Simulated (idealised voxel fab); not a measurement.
The process module presented herein is designated voxel self aligned vias.
The cross-section shown here is cut; it is 215 nm wide and divided into square cells measuring 5 nm on a side.
Bands, listed from the top down, are how a cross-section gets written in this document; the cross-section itself is a grid of square cells, and a band is one or more rows of them.
In this notation a band is specified by the heights of its top and bottom, in that order and in nm, after which its materials appear from left to right, each paired with its width in nm. The word "all across" attached to a single material means that material fills the band from edge to edge; the word "blank" stands for empty space.
Height datum 0, below which the as-received substrate wafer is one material. Lowest band open at the bottom, running downward: "0 down".
You'd read "30->40" like this: the band's top row of cells is as wide as the first number, its bottom row is as wide as the second, and going down, every row changes width by the same amount as the row before did.
"all unchanged" after a step means that no cell of the cross-section changed.
Empty spaces counting at least 8 cells and having no open way to the top are listed in "Enclosed void entries". The notation width x height at distance is used for each, the distance being from the left edge and all three values in nm.
What comes after the settings on a step's line is commentary from the simulator itself on that step.
The line of a step may include "overlay nm". On a step with a mask, this value is how far to the right of its planned place the mask lay. A negative value means the mask lay to the left.
Before/after cross-section pairs, one process step each; after shown to lowest changed band; step and settings beneath. Pairs may be from different runs of this module on the same starting wafer; a pair continues from the one above only where its "Status quo ante" entry says so.

Status quo ante
	0 down  Si all across
	Enclosed void entries: none

Cross-Section After Step
	10 to 0  SiO2 all across
	Anything lower than 0 is untouched.
	Enclosed void entries: none
The two cross-sections above bracket this step: CONFORMAL_DEP | material SiO2 | thk nm 10

Status quo ante: the pre-step structure is the one depicted after the step in the pair just above.

Cross-Section After Step
	15 to 10  SiCN all across
	Anything lower than 10 is untouched.
	Enclosed void entries: none
The two cross-sections above bracket this step: CONFORMAL_DEP | material SiCN | thk nm 5

Status quo ante: the pre-step structure is the one depicted after the step in the pair just above.

Cross-Section After Step
	45 to 15  lowk all across
	Anything lower than 15 is untouched.
	Enclosed void entries: none
The two cross-sections above bracket this step: DIRECTIONAL_DEP | material lowk | thk nm 30

Status quo ante: the pre-step structure is the one depicted after the step in the pair just above.

Cross-Section After Step
	45 to 15  lowk: 70, blank: 25, lowk: 25, blank: 25, lowk: 70
	Anything lower than 15 is untouched.
	Enclosed void entries: none
The two cross-sections above bracket this step: MASKED_ETCH | tone open | mask id LINES | width nm 25 | pitch nm 50 | etch materials lowk | depth nm 30 | overlay nm 0

Status quo ante: the pre-step structure is the one depicted after the step in the pair just above.

Cross-Section After Step
	50 to 45  TiN: 75, blank: 15, TiN: 35, blank: 15, TiN: 75
	45 to 20  lowk: 70, TiN: 5, blank: 15, TiN: 5, lowk: 25, TiN: 5, blank: 15, TiN: 5, lowk: 70
	20 to 15  lowk: 70, TiN: 25, lowk: 25, TiN: 25, lowk: 70
	Anything lower than 15 is untouched.
	Enclosed void entries: none
The two cross-sections above bracket this step: CONFORMAL_DEP | material TiN | thk nm 5

Status quo ante: the pre-step structure is the one depicted after the step in the pair just above.

Cross-Section After Step
	55 to 50  Ru all across
	50 to 45  TiN: 75, Ru: 15, TiN: 35, Ru: 15, TiN: 75
	45 to 20  lowk: 70, TiN: 5, Ru: 15, TiN: 5, lowk: 25, TiN: 5, Ru: 15, TiN: 5, lowk: 70
	Anything lower than 20 is untouched.
	Enclosed void entries: none
The two cross-sections above bracket this step: FILL_DEP | material Ru | thk nm 5

Status quo ante: the pre-step structure is the one depicted after the step in the pair just above.

Cross-Section After Step
	45 to 20  lowk: 70, TiN: 5, Ru: 15, TiN: 5, lowk: 25, TiN: 5, Ru: 15, TiN: 5, lowk: 70
	Anything lower than 20 is untouched.
	Enclosed void entries: none
The two cross-sections above bracket this step: CMP | height nm 45

Status quo ante: the pre-step structure is the one depicted after the step in the pair just above.

Cross-Section After Step
	45 to 40  lowk: 70, blank: 25, lowk: 25, blank: 25, lowk: 70
	Anything lower than 40 is untouched.
	Enclosed void entries: none
The two cross-sections above bracket this step: SELECTIVE_ETCH | etch materials W Ru TiN | depth nm 5

Status quo ante: the pre-step structure is the one depicted after the step in the pair just above.

Cross-Section After Step
	55 to 45  SiN all across
	45 to 40  lowk: 70, SiN: 25, lowk: 25, SiN: 25, lowk: 70
	Anything lower than 40 is untouched.
	Enclosed void entries: none
The two cross-sections above bracket this step: FILL_DEP | material SiN | thk nm 10

Status quo ante: the pre-step structure is the one depicted after the step in the pair just above.

Cross-Section After Step
	45 to 40  lowk: 70, SiN: 25, lowk: 25, SiN: 25, lowk: 70
	Anything lower than 40 is untouched.
	Enclosed void entries: none
The two cross-sections above bracket this step: CMP | height nm 45

Status quo ante: the pre-step structure is the one depicted after the step in the pair just above.

Cross-Section After Step
	60 to 45  lowk all across
	Anything lower than 45 is untouched.
	Enclosed void entries: none
The two cross-sections above bracket this step: DIRECTIONAL_DEP | material lowk | thk nm 15

Status quo ante: the pre-step structure is the one depicted after the step in the pair just above.

Cross-Section After Step
	75 to 60  resist: 65, blank: 35, resist: 115
	Anything lower than 60 is untouched.
	Enclosed void entries: none
The two cross-sections above bracket this step: PATTERN | tone open | mask id VIAS | material resist | width nm 35 | thk nm 15 | overlay nm 0

Status quo ante: the pre-step structure is the one depicted after the step in the pair just above.

Cross-Section After Step
	75 to 60  resist: 65, blank: 35, resist: 115
	60 to 45  lowk: 65, blank: 35, lowk: 115
	Anything lower than 45 is untouched.
	Enclosed void entries: none
The two cross-sections above bracket this step: DIRECTIONAL_ETCH | etch materials lowk | depth nm 15

Status quo ante: the pre-step structure is the one depicted after the step in the pair just above.

Cross-Section After Step
	75 to 60  resist: 65, blank: 35, resist: 115
	60 to 45  lowk: 65, blank: 35, lowk: 115
	45 to 40  lowk: 70, blank: 25, lowk: 25, SiN: 25, lowk: 70
	Anything lower than 40 is untouched.
	Enclosed void entries: none
The two cross-sections above bracket this step: DIRECTIONAL_ETCH | etch materials SiN | depth nm 5

Status quo ante: the pre-step structure is the one depicted after the step in the pair just above.

Cross-Section After Step
	60 to 45  lowk: 65, blank: 35, lowk: 115
	Anything lower than 45 is untouched.
	Enclosed void entries: none
The two cross-sections above bracket this step: STRIP | etch materials resist

Status quo ante: the pre-step structure is the one depicted after the step in the pair just above.

Cross-Section After Step
	65 to 60  TiN: 70, blank: 25, TiN: 120
	60 to 50  lowk: 65, TiN: 5, blank: 25, TiN: 5, lowk: 115
	50 to 45  lowk: 65, TiN: 10, blank: 15, TiN: 10, lowk: 115
	45 to 40  lowk: 70, TiN: 25, lowk: 25, SiN: 25, lowk: 70
	Anything lower than 40 is untouched.
	Enclosed void entries: none
The two cross-sections above bracket this step: CONFORMAL_DEP | material TiN | thk nm 5

Status quo ante: the pre-step structure is the one depicted after the step in the pair just above.

Cross-Section After Step
	75 to 65  Cu all across
	65 to 60  TiN: 70, Cu: 25, TiN: 120
	60 to 50  lowk: 65, TiN: 5, Cu: 25, TiN: 5, lowk: 115
	50 to 45  lowk: 65, TiN: 10, Cu: 15, TiN: 10, lowk: 115
	Anything lower than 45 is untouched.
	Enclosed void entries: none
The two cross-sections above bracket this step: FILL_DEP | material Cu | thk nm 10

Status quo ante: the pre-step structure is the one depicted after the step in the pair just above.

Cross-Section After Step
	60 to 50  lowk: 65, TiN: 5, Cu: 25, TiN: 5, lowk: 115
	Anything lower than 50 is untouched.
	Enclosed void entries: none
The two cross-sections above bracket this step: CMP | height nm 60

Status quo ante: the pre-step structure is the one depicted after the step in the pair just above.

Cross-Section After Step
	65 to 60  SiCN all across
	Anything lower than 60 is untouched.
	Enclosed void entries: none
The two cross-sections above bracket this step: CONFORMAL_DEP | material SiCN | thk nm 5

Status quo ante
	75 to 65  Cu all across
	65 to 60  TiN: 70, Cu: 25, TiN: 120
	60 to 50  lowk: 65, TiN: 5, Cu: 25, TiN: 5, lowk: 115
	50 to 45  lowk: 65, TiN: 10, Cu: 15, TiN: 10, lowk: 115
	45 to 40  lowk: 70, TiN: 25, lowk: 25, SiN: 25, lowk: 70
	40 to 20  lowk: 70, TiN: 5, Ru: 15, TiN: 5, lowk: 25, TiN: 5, Ru: 15, TiN: 5, lowk: 70
	20 to 15  lowk: 70, TiN: 25, lowk: 25, TiN: 25, lowk: 70
	15 to 10  SiCN all across
	10 to 0  SiO2 all across
	0 down  Si all across
	Enclosed void entries: none

Cross-Section After Step
	80 to 75  SiCN all across
	Anything lower than 75 is untouched.
	Enclosed void entries: none
The two cross-sections above bracket this step: CONFORMAL_DEP | material SiCN | thk nm 5

Status quo ante
	75 to 60  resist: 65, blank: 35, resist: 115
	60 to 45  lowk: 65, blank: 35, lowk: 115
	45 to 40  lowk: 70, SiN: 25, lowk: 25, SiN: 25, lowk: 70
	40 to 20  lowk: 70, TiN: 5, Ru: 15, TiN: 5, lowk: 25, TiN: 5, Ru: 15, TiN: 5, lowk: 70
	20 to 15  lowk: 70, TiN: 25, lowk: 25, TiN: 25, lowk: 70
	15 to 10  SiCN all across
	10 to 0  SiO2 all across
	0 down  Si all across
	Enclosed void entries: none

Cross-Section After Step
	75 to 60  resist: 65, blank: 35, resist: 115
	60 to 45  lowk: 65, blank: 35, lowk: 115
	45 to 40  lowk: 65, blank: 5, SiN: 25, blank: 5, lowk: 20, SiN: 25, lowk: 70
	40 to 30  lowk: 65, blank: 5, TiN: 5, Ru: 15, TiN: 5, blank: 5, lowk: 20, TiN: 5, Ru: 15, TiN: 5, lowk: 70
	Anything lower than 30 is untouched.
	Enclosed void entries: none
The two cross-sections above bracket this step: DIRECTIONAL_ETCH | etch materials lowk | depth nm 15

Status quo ante: the pre-step structure is the one depicted after the step in the pair just above.

Cross-Section After Step
	75 to 60  resist: 65, blank: 35, resist: 115
	60 to 45  lowk: 65, blank: 35, lowk: 115
	45 to 40  lowk: 65, blank: 35, lowk: 20, SiN: 25, lowk: 70
	Anything lower than 40 is untouched.
	Enclosed void entries: none
The two cross-sections above bracket this step: DIRECTIONAL_ETCH | etch materials SiN | depth nm 5

Status quo ante: the pre-step structure is the one depicted after the step in the pair just above.

Cross-Section After Step
	60 to 45  lowk: 65, blank: 35, lowk: 115
	Anything lower than 45 is untouched.
	Enclosed void entries: none
The two cross-sections above bracket this step: STRIP | etch materials resist

Status quo ante: the pre-step structure is the one depicted after the step in the pair just above.

Cross-Section After Step
	65 to 60  TiN: 70, blank: 25, TiN: 120
	60 to 45  lowk: 65, TiN: 5, blank: 25, TiN: 5, lowk: 115
	45 to 40  lowk: 65, TiN: 35, lowk: 20, SiN: 25, lowk: 70
	40 to 30  lowk: 65, TiN: 10, Ru: 15, TiN: 10, lowk: 20, TiN: 5, Ru: 15, TiN: 5, lowk: 70
	Anything lower than 30 is untouched.
	Enclosed void entries: none
The two cross-sections above bracket this step: CONFORMAL_DEP | material TiN | thk nm 5

Status quo ante: the pre-step structure is the one depicted after the step in the pair just above.

Cross-Section After Step
	75 to 65  Cu all across
	65 to 60  TiN: 70, Cu: 25, TiN: 120
	60 to 45  lowk: 65, TiN: 5, Cu: 25, TiN: 5, lowk: 115
	Anything lower than 45 is untouched.
	Enclosed void entries: none
The two cross-sections above bracket this step: FILL_DEP | material Cu | thk nm 10

Status quo ante: the pre-step structure is the one depicted after the step in the pair just above.

Cross-Section After Step
	60 to 45  lowk: 65, TiN: 5, Cu: 25, TiN: 5, lowk: 115
	Anything lower than 45 is untouched.
	Enclosed void entries: none
The two cross-sections above bracket this step: CMP | height nm 60

Status quo ante: the pre-step structure is the one depicted after the step in the pair just above.

Cross-Section After Step
	65 to 60  SiCN all across
	Anything lower than 60 is untouched.
	Enclosed void entries: none
The two cross-sections above bracket this step: CONFORMAL_DEP | material SiCN | thk nm 5

Status quo ante
	0 down  Si all across
	Enclosed void entries: none

Cross-Section After Step
	5 to 0  SiCN all across
	Anything lower than 0 is untouched.
	Enclosed void entries: none
The two cross-sections above bracket this step: CONFORMAL_DEP | material SiCN | thk nm 5

Status quo ante: the pre-step structure is the one depicted after the step in the pair just above.

Cross-Section After Step
	15 to 5  SiO2 all across
	Anything lower than 5 is untouched.
	Enclosed void entries: none
The two cross-sections above bracket this step: CONFORMAL_DEP | material SiO2 | thk nm 10

Status quo ante: the pre-step structure is the one depicted after the step in the pair just above.

Cross-Section After Step
	45 to 15  lowk all across
	Anything lower than 15 is untouched.
	Enclosed void entries: none
The two cross-sections above bracket this step: DIRECTIONAL_DEP | material lowk | thk nm 30

Status quo ante: the pre-step structure is the one depicted after the step in the pair just above.

Cross-Section After Step
	45 to 15  lowk: 70, blank: 25, lowk: 25, blank: 25, lowk: 70
	Anything lower than 15 is untouched.
	Enclosed void entries: none
The two cross-sections above bracket this step: MASKED_ETCH | tone open | mask id LINES | width nm 25 | pitch nm 50 | etch materials lowk | depth nm 30 | overlay nm 0

Status quo ante: the pre-step structure is the one depicted after the step in the pair just above.

Cross-Section After Step
	50 to 45  TiN: 75, blank: 15, TiN: 35, blank: 15, TiN: 75
	45 to 20  lowk: 70, TiN: 5, blank: 15, TiN: 5, lowk: 25, TiN: 5, blank: 15, TiN: 5, lowk: 70
	20 to 15  lowk: 70, TiN: 25, lowk: 25, TiN: 25, lowk: 70
	Anything lower than 15 is untouched.
	Enclosed void entries: none
The two cross-sections above bracket this step: CONFORMAL_DEP | material TiN | thk nm 5

Status quo ante: the pre-step structure is the one depicted after the step in the pair just above.

Cross-Section After Step
	55 to 50  Ru all across
	50 to 45  TiN: 75, Ru: 15, TiN: 35, Ru: 15, TiN: 75
	45 to 20  lowk: 70, TiN: 5, Ru: 15, TiN: 5, lowk: 25, TiN: 5, Ru: 15, TiN: 5, lowk: 70
	Anything lower than 20 is untouched.
	Enclosed void entries: none
The two cross-sections above bracket this step: FILL_DEP | material Ru | thk nm 5

Status quo ante: the pre-step structure is the one depicted after the step in the pair just above.

Cross-Section After Step
	45 to 20  lowk: 70, TiN: 5, Ru: 15, TiN: 5, lowk: 25, TiN: 5, Ru: 15, TiN: 5, lowk: 70
	Anything lower than 20 is untouched.
	Enclosed void entries: none
The two cross-sections above bracket this step: CMP | height nm 45

Status quo ante: the pre-step structure is the one depicted after the step in the pair just above.

Cross-Section After Step
	45 to 40  lowk: 70, blank: 25, lowk: 25, blank: 25, lowk: 70
	Anything lower than 40 is untouched.
	Enclosed void entries: none
The two cross-sections above bracket this step: SELECTIVE_ETCH | etch materials W Ru TiN | depth nm 5

Status quo ante: the pre-step structure is the one depicted after the step in the pair just above.

Cross-Section After Step
	55 to 45  SiN all across
	45 to 40  lowk: 70, SiN: 25, lowk: 25, SiN: 25, lowk: 70
	Anything lower than 40 is untouched.
	Enclosed void entries: none
The two cross-sections above bracket this step: FILL_DEP | material SiN | thk nm 10

Status quo ante: the pre-step structure is the one depicted after the step in the pair just above.

Cross-Section After Step
	45 to 40  lowk: 70, SiN: 25, lowk: 25, SiN: 25, lowk: 70
	Anything lower than 40 is untouched.
	Enclosed void entries: none
The two cross-sections above bracket this step: CMP | height nm 45

Status quo ante: the pre-step structure is the one depicted after the step in the pair just above.

Cross-Section After Step
	60 to 45  lowk all across
	Anything lower than 45 is untouched.
	Enclosed void entries: none
The two cross-sections above bracket this step: DIRECTIONAL_DEP | material lowk | thk nm 15

Status quo ante: the pre-step structure is the one depicted after the step in the pair just above.

Cross-Section After Step
	75 to 60  resist: 65, blank: 35, resist: 115
	Anything lower than 60 is untouched.
	Enclosed void entries: none
The two cross-sections above bracket this step: PATTERN | tone open | mask id VIAS | material resist | width nm 35 | thk nm 15 | overlay nm 0

Status quo ante: the pre-step structure is the one depicted after the step in the pair just above.

Cross-Section After Step
	75 to 60  resist: 65, blank: 35, resist: 115
	60 to 45  lowk: 65, blank: 35, lowk: 115
	Anything lower than 45 is untouched.
	Enclosed void entries: none
The two cross-sections above bracket this step: DIRECTIONAL_ETCH | etch materials lowk | depth nm 15

Status quo ante: the pre-step structure is the one depicted after the step in the pair just above.

Cross-Section After Step
	75 to 60  resist: 65, blank: 35, resist: 115
	60 to 45  lowk: 65, blank: 35, lowk: 115
	45 to 40  lowk: 70, blank: 25, lowk: 25, SiN: 25, lowk: 70
	Anything lower than 40 is untouched.
	Enclosed void entries: none
The two cross-sections above bracket this step: DIRECTIONAL_ETCH | etch materials SiN | depth nm 5

Status quo ante: the pre-step structure is the one depicted after the step in the pair just above.

Cross-Section After Step
	60 to 45  lowk: 65, blank: 35, lowk: 115
	Anything lower than 45 is untouched.
	Enclosed void entries: none
The two cross-sections above bracket this step: STRIP | etch materials resist

Status quo ante: the pre-step structure is the one depicted after the step in the pair just above.

Cross-Section After Step
	65 to 60  TiN: 70, blank: 25, TiN: 120
	60 to 50  lowk: 65, TiN: 5, blank: 25, TiN: 5, lowk: 115
	50 to 45  lowk: 65, TiN: 10, blank: 15, TiN: 10, lowk: 115
	45 to 40  lowk: 70, TiN: 25, lowk: 25, SiN: 25, lowk: 70
	Anything lower than 40 is untouched.
	Enclosed void entries: none
The two cross-sections above bracket this step: CONFORMAL_DEP | material TiN | thk nm 5

Status quo ante: the pre-step structure is the one depicted after the step in the pair just above.

Cross-Section After Step
	75 to 65  Cu all across
	65 to 60  TiN: 70, Cu: 25, TiN: 120
	60 to 50  lowk: 65, TiN: 5, Cu: 25, TiN: 5, lowk: 115
	50 to 45  lowk: 65, TiN: 10, Cu: 15, TiN: 10, lowk: 115
	Anything lower than 45 is untouched.
	Enclosed void entries: none
The two cross-sections above bracket this step: FILL_DEP | material Cu | thk nm 10

Status quo ante: the pre-step structure is the one depicted after the step in the pair just above.

Cross-Section After Step
	60 to 50  lowk: 65, TiN: 5, Cu: 25, TiN: 5, lowk: 115
	Anything lower than 50 is untouched.
	Enclosed void entries: none
The two cross-sections above bracket this step: CMP | height nm 60

Status quo ante: the pre-step structure is the one depicted after the step in the pair just above.

Cross-Section After Step
	65 to 60  SiCN all across
	Anything lower than 60 is untouched.
	Enclosed void entries: none
The two cross-sections above bracket this step: CONFORMAL_DEP | material SiCN | thk nm 5

Status quo ante
	15 to 10  SiCN all across
	10 to 0  SiO2 all across
	0 down  Si all across
	Enclosed void entries: none

Cross-Section After Step
	40 to 15  lowk all across
	Anything lower than 15 is untouched.
	Enclosed void entries: none
The two cross-sections above bracket this step: DIRECTIONAL_DEP | material lowk | thk nm 25

Status quo ante: the pre-step structure is the one depicted after the step in the pair just above.

Cross-Section After Step
	40 to 15  lowk: 70, blank: 25, lowk: 25, blank: 25, lowk: 70
	Anything lower than 15 is untouched.
	Enclosed void entries: none
The two cross-sections above bracket this step: MASKED_ETCH | tone open | mask id LINES | width nm 25 | pitch nm 50 | etch materials lowk | depth nm 30 | overlay nm 0

Status quo ante: the pre-step structure is the one depicted after the step in the pair just above.

Cross-Section After Step
	45 to 40  TiN: 75, blank: 15, TiN: 35, blank: 15, TiN: 75
	40 to 20  lowk: 70, TiN: 5, blank: 15, TiN: 5, lowk: 25, TiN: 5, blank: 15, TiN: 5, lowk: 70
	20 to 15  lowk: 70, TiN: 25, lowk: 25, TiN: 25, lowk: 70
	Anything lower than 15 is untouched.
	Enclosed void entries: none
The two cross-sections above bracket this step: CONFORMAL_DEP | material TiN | thk nm 5

Status quo ante: the pre-step structure is the one depicted after the step in the pair just above.

Cross-Section After Step
	50 to 45  Ru all across
	45 to 40  TiN: 75, Ru: 15, TiN: 35, Ru: 15, TiN: 75
	40 to 20  lowk: 70, TiN: 5, Ru: 15, TiN: 5, lowk: 25, TiN: 5, Ru: 15, TiN: 5, lowk: 70
	Anything lower than 20 is untouched.
	Enclosed void entries: none
The two cross-sections above bracket this step: FILL_DEP | material Ru | thk nm 5

Status quo ante: the pre-step structure is the one depicted after the step in the pair just above.

Cross-Section After Step
	45 to 40  TiN: 75, Ru: 15, TiN: 35, Ru: 15, TiN: 75
	Anything lower than 40 is untouched.
	Enclosed void entries: none
The two cross-sections above bracket this step: CMP | height nm 45

Status quo ante: the pre-step structure is the one depicted after the step in the pair just above.

Cross-Section After Step
	40 to 20  lowk: 70, TiN: 5, Ru: 15, TiN: 5, lowk: 25, TiN: 5, Ru: 15, TiN: 5, lowk: 70
	Anything lower than 20 is untouched.
	Enclosed void entries: none
The two cross-sections above bracket this step: SELECTIVE_ETCH | etch materials W Ru TiN | depth nm 5

Status quo ante: the pre-step structure is the one depicted after the step in the pair just above.

Cross-Section After Step
	50 to 40  SiN all across
	Anything lower than 40 is untouched.
	Enclosed void entries: none
The two cross-sections above bracket this step: FILL_DEP | material SiN | thk nm 10

Status quo ante: the pre-step structure is the one depicted after the step in the pair just above.

Cross-Section After Step
	45 to 40  SiN all across
	Anything lower than 40 is untouched.
	Enclosed void entries: none
The two cross-sections above bracket this step: CMP | height nm 45

Status quo ante: the pre-step structure is the one depicted after the step in the pair just above.

Cross-Section After Step
	60 to 45  lowk all across
	Anything lower than 45 is untouched.
	Enclosed void entries: none
The two cross-sections above bracket this step: DIRECTIONAL_DEP | material lowk | thk nm 15

Status quo ante: the pre-step structure is the one depicted after the step in the pair just above.

Cross-Section After Step
	75 to 60  resist: 65, blank: 35, resist: 115
	Anything lower than 60 is untouched.
	Enclosed void entries: none
The two cross-sections above bracket this step: PATTERN | tone open | mask id VIAS | material resist | width nm 35 | thk nm 15 | overlay nm 0

Status quo ante: the pre-step structure is the one depicted after the step in the pair just above.

Cross-Section After Step
	75 to 60  resist: 65, blank: 35, resist: 115
	60 to 45  lowk: 65, blank: 35, lowk: 115
	Anything lower than 45 is untouched.
	Enclosed void entries: none
The two cross-sections above bracket this step: DIRECTIONAL_ETCH | etch materials lowk | depth nm 15

Status quo ante: the pre-step structure is the one depicted after the step in the pair just above.

Cross-Section After Step
	75 to 60  resist: 65, blank: 35, resist: 115
	60 to 45  lowk: 65, blank: 35, lowk: 115
	45 to 40  SiN: 65, blank: 35, SiN: 115
	Anything lower than 40 is untouched.
	Enclosed void entries: none
The two cross-sections above bracket this step: DIRECTIONAL_ETCH | etch materials SiN | depth nm 5

Status quo ante: the pre-step structure is the one depicted after the step in the pair just above.

Cross-Section After Step
	60 to 45  lowk: 65, blank: 35, lowk: 115
	Anything lower than 45 is untouched.
	Enclosed void entries: none
The two cross-sections above bracket this step: STRIP | etch materials resist

Status quo ante: the pre-step structure is the one depicted after the step in the pair just above.

Cross-Section After Step
	65 to 60  TiN: 70, blank: 25, TiN: 120
	60 to 45  lowk: 65, TiN: 5, blank: 25, TiN: 5, lowk: 115
	45 to 40  SiN: 65, TiN: 35, SiN: 115
	Anything lower than 40 is untouched.
	Enclosed void entries: none
The two cross-sections above bracket this step: CONFORMAL_DEP | material TiN | thk nm 5

Status quo ante: the pre-step structure is the one depicted after the step in the pair just above.

Cross-Section After Step
	75 to 65  Cu all across
	65 to 60  TiN: 70, Cu: 25, TiN: 120
	60 to 45  lowk: 65, TiN: 5, Cu: 25, TiN: 5, lowk: 115
	Anything lower than 45 is untouched.
	Enclosed void entries: none
The two cross-sections above bracket this step: FILL_DEP | material Cu | thk nm 10

Status quo ante: the pre-step structure is the one depicted after the step in the pair just above.

Cross-Section After Step
	60 to 45  lowk: 65, TiN: 5, Cu: 25, TiN: 5, lowk: 115
	Anything lower than 45 is untouched.
	Enclosed void entries: none
The two cross-sections above bracket this step: CMP | height nm 60

Status quo ante: the pre-step structure is the one depicted after the step in the pair just above.

Cross-Section After Step
	65 to 60  SiCN all across
	Anything lower than 60 is untouched.
	Enclosed void entries: none
The two cross-sections above bracket this step: CONFORMAL_DEP | material SiCN | thk nm 5

Status quo ante
	45 to 15  lowk all across
	15 to 10  SiCN all across
	10 to 0  SiO2 all across
	0 down  Si all across
	Enclosed void entries: none

Cross-Section After Step
	45 to 15  lowk: 75, blank: 20, lowk: 30, blank: 20, lowk: 70
	Anything lower than 15 is untouched.
	Enclosed void entries: none
The two cross-sections above bracket this step: MASKED_ETCH | tone open | mask id LINES | width nm 20 | pitch nm 50 | etch materials lowk | depth nm 30 | overlay nm 0

Status quo ante: the pre-step structure is the one depicted after the step in the pair just above.

Cross-Section After Step
	50 to 45  TiN: 80, blank: 10, TiN: 40, blank: 10, TiN: 75
	45 to 20  lowk: 75, TiN: 5, blank: 10, TiN: 5, lowk: 30, TiN: 5, blank: 10, TiN: 5, lowk: 70
	20 to 15  lowk: 75, TiN: 20, lowk: 30, TiN: 20, lowk: 70
	Anything lower than 15 is untouched.
	Enclosed void entries: none
The two cross-sections above bracket this step: CONFORMAL_DEP | material TiN | thk nm 5

Status quo ante: the pre-step structure is the one depicted after the step in the pair just above.

Cross-Section After Step
	55 to 50  Ru all across
	50 to 45  TiN: 80, Ru: 10, TiN: 40, Ru: 10, TiN: 75
	45 to 20  lowk: 75, TiN: 5, Ru: 10, TiN: 5, lowk: 30, TiN: 5, Ru: 10, TiN: 5, lowk: 70
	Anything lower than 20 is untouched.
	Enclosed void entries: none
The two cross-sections above bracket this step: FILL_DEP | material Ru | thk nm 5

Status quo ante: the pre-step structure is the one depicted after the step in the pair just above.

Cross-Section After Step
	45 to 20  lowk: 75, TiN: 5, Ru: 10, TiN: 5, lowk: 30, TiN: 5, Ru: 10, TiN: 5, lowk: 70
	Anything lower than 20 is untouched.
	Enclosed void entries: none
The two cross-sections above bracket this step: CMP | height nm 45

Status quo ante: the pre-step structure is the one depicted after the step in the pair just above.

Cross-Section After Step
	45 to 40  lowk: 75, blank: 20, lowk: 30, blank: 20, lowk: 70
	Anything lower than 40 is untouched.
	Enclosed void entries: none
The two cross-sections above bracket this step: SELECTIVE_ETCH | etch materials W Ru TiN | depth nm 5

Status quo ante: the pre-step structure is the one depicted after the step in the pair just above.

Cross-Section After Step
	55 to 45  SiN all across
	45 to 40  lowk: 75, SiN: 20, lowk: 30, SiN: 20, lowk: 70
	Anything lower than 40 is untouched.
	Enclosed void entries: none
The two cross-sections above bracket this step: FILL_DEP | material SiN | thk nm 10

Status quo ante: the pre-step structure is the one depicted after the step in the pair just above.

Cross-Section After Step
	45 to 40  lowk: 75, SiN: 20, lowk: 30, SiN: 20, lowk: 70
	Anything lower than 40 is untouched.
	Enclosed void entries: none
The two cross-sections above bracket this step: CMP | height nm 45

Status quo ante: the pre-step structure is the one depicted after the step in the pair just above.

Cross-Section After Step
	60 to 45  lowk all across
	Anything lower than 45 is untouched.
	Enclosed void entries: none
The two cross-sections above bracket this step: DIRECTIONAL_DEP | material lowk | thk nm 15

Status quo ante: the pre-step structure is the one depicted after the step in the pair just above.

Cross-Section After Step
	75 to 60  resist: 65, blank: 35, resist: 115
	Anything lower than 60 is untouched.
	Enclosed void entries: none
The two cross-sections above bracket this step: PATTERN | tone open | mask id VIAS | material resist | width nm 35 | thk nm 15 | overlay nm 0

Status quo ante: the pre-step structure is the one depicted after the step in the pair just above.

Cross-Section After Step
	75 to 60  resist: 65, blank: 35, resist: 115
	60 to 45  lowk: 65, blank: 35, lowk: 115
	Anything lower than 45 is untouched.
	Enclosed void entries: none
The two cross-sections above bracket this step: DIRECTIONAL_ETCH | etch materials lowk | depth nm 15

Status quo ante: the pre-step structure is the one depicted after the step in the pair just above.

Cross-Section After Step
	75 to 60  resist: 65, blank: 35, resist: 115
	60 to 45  lowk: 65, blank: 35, lowk: 115
	45 to 40  lowk: 75, blank: 20, lowk: 30, SiN: 20, lowk: 70
	Anything lower than 40 is untouched.
	Enclosed void entries: none
The two cross-sections above bracket this step: DIRECTIONAL_ETCH | etch materials SiN | depth nm 5

Status quo ante: the pre-step structure is the one depicted after the step in the pair just above.

Cross-Section After Step
	60 to 45  lowk: 65, blank: 35, lowk: 115
	Anything lower than 45 is untouched.
	Enclosed void entries: none
The two cross-sections above bracket this step: STRIP | etch materials resist

Status quo ante: the pre-step structure is the one depicted after the step in the pair just above.

Cross-Section After Step
	65 to 60  TiN: 70, blank: 25, TiN: 120
	60 to 50  lowk: 65, TiN: 5, blank: 25, TiN: 5, lowk: 115
	50 to 45  lowk: 65, TiN: 15, blank: 10, TiN: 10, lowk: 115
	45 to 40  lowk: 75, TiN: 20, lowk: 30, SiN: 20, lowk: 70
	Anything lower than 40 is untouched.
	Enclosed void entries: none
The two cross-sections above bracket this step: CONFORMAL_DEP | material TiN | thk nm 5

Status quo ante: the pre-step structure is the one depicted after the step in the pair just above.

Cross-Section After Step
	75 to 65  Cu all across
	65 to 60  TiN: 70, Cu: 25, TiN: 120
	60 to 50  lowk: 65, TiN: 5, Cu: 25, TiN: 5, lowk: 115
	50 to 45  lowk: 65, TiN: 15, Cu: 10, TiN: 10, lowk: 115
	Anything lower than 45 is untouched.
	Enclosed void entries: none
The two cross-sections above bracket this step: FILL_DEP | material Cu | thk nm 10

Status quo ante: the pre-step structure is the one depicted after the step in the pair just above.

Cross-Section After Step
	60 to 50  lowk: 65, TiN: 5, Cu: 25, TiN: 5, lowk: 115
	Anything lower than 50 is untouched.
	Enclosed void entries: none
The two cross-sections above bracket this step: CMP | height nm 60

Status quo ante: the pre-step structure is the one depicted after the step in the pair just above.

Cross-Section After Step
	65 to 60  SiCN all across
	Anything lower than 60 is untouched.
	Enclosed void entries: none
The two cross-sections above bracket this step: CONFORMAL_DEP | material SiCN | thk nm 5

Status quo ante
	45 to 15  lowk all across
	15 to 10  SiCN all across
	10 to 0  SiO2 all across
	0 down  Si all across
	Enclosed void entries: none

Cross-Section After Step
	45 to 15  lowk: 65, blank: 25, lowk: 25, blank: 25, lowk: 75
	Anything lower than 15 is untouched.
	Enclosed void entries: none
The two cross-sections above bracket this step: MASKED_ETCH | tone open | mask id LINES | width nm 25 | pitch nm 50 | etch materials lowk | depth nm 30 | overlay nm -5

Status quo ante: the pre-step structure is the one depicted after the step in the pair just above.

Cross-Section After Step
	50 to 45  TiN: 70, blank: 15, TiN: 35, blank: 15, TiN: 80
	45 to 20  lowk: 65, TiN: 5, blank: 15, TiN: 5, lowk: 25, TiN: 5, blank: 15, TiN: 5, lowk: 75
	20 to 15  lowk: 65, TiN: 25, lowk: 25, TiN: 25, lowk: 75
	Anything lower than 15 is untouched.
	Enclosed void entries: none
The two cross-sections above bracket this step: CONFORMAL_DEP | material TiN | thk nm 5

Status quo ante: the pre-step structure is the one depicted after the step in the pair just above.

Cross-Section After Step
	55 to 50  Ru all across
	50 to 45  TiN: 70, Ru: 15, TiN: 35, Ru: 15, TiN: 80
	45 to 20  lowk: 65, TiN: 5, Ru: 15, TiN: 5, lowk: 25, TiN: 5, Ru: 15, TiN: 5, lowk: 75
	Anything lower than 20 is untouched.
	Enclosed void entries: none
The two cross-sections above bracket this step: FILL_DEP | material Ru | thk nm 5
